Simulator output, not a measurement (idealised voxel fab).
The following is a process module called voxel local oxidation.
cross-section cut | 280 nm wide | cells 5 nm
A cross-section is written here as square cells arranged in a grid, and it is given in bands from the top down, each band taking up one or more rows of cells. Within each band entry, the heights of the top and of the bottom of the band appear first, in that order and in nm; the materials of the band then follow from left to right, each with its corresponding width in nm. The designation "full width" on a single material indicates that it fills the band from edge to edge; the designation "empty" indicates empty space. Note: height 0 marks the level under which the wafer is uniformly one material as received. Lowest band unbounded below, written "top 0, no bottom". Note: "30 to 40" means the width goes from the first number (top row of the band) to the second number (bottom row) in equal steps per row of cells. "no modifications" -> step changed no cross-section cell. So "Sealed-off cavities" is basically the list of trapped voids: any empty space of 8 cells or more that can't reach the top through an opening. They're written width x height at distance, the distance being from the left edge, and it's all nm. What comes after the settings on a step's line is commentary from the simulator itself on that step. "overlay nm" on a masked step: distance the mask lay right of its planned place, negative for left.

[List of planned process steps]
1 RECEIVE, material Si
2 CONFORMAL_DEP, material SiO2, thk nm 5
3 CONFORMAL_DEP, material SiN, thk nm 15
4 PATTERN, tone cover, mask id ACTIVE, material resist, width nm 95, thk nm 15, overlay nm 0
5 DIRECTIONAL_ETCH, etch materials SiN, depth nm 15
6 STRIP, etch materials resist
7 SELECTIVE_ETCH, etch materials SiO2, depth nm 5
8 OXIDIZE, depth nm 15
9 STRIP, etch materials SiN

[As-received state of the wafer in cross-section, equivalent to post-step 1]
> top 0, no bottom: Si full width
> Sealed-off cavities: none

[Same starting wafer, same plan as above, one mistake in the execution; this is the cross-section at the end of the module]
> top 5, bottom 0: 95 of empty; 90 of SiO2; 95 of empty
> top 0, bottom -15: 110 of SiO2; 60 of Si; 110 of SiO2
> top -15, no bottom: Si full width
> Sealed-off cavities: none
Where did the run depart from the plan? contrary to plan, step 4 was performed as PATTERN, tone cover, mask id ACTIVE, material resist, width nm 100, thk nm 15, overlay nm 0
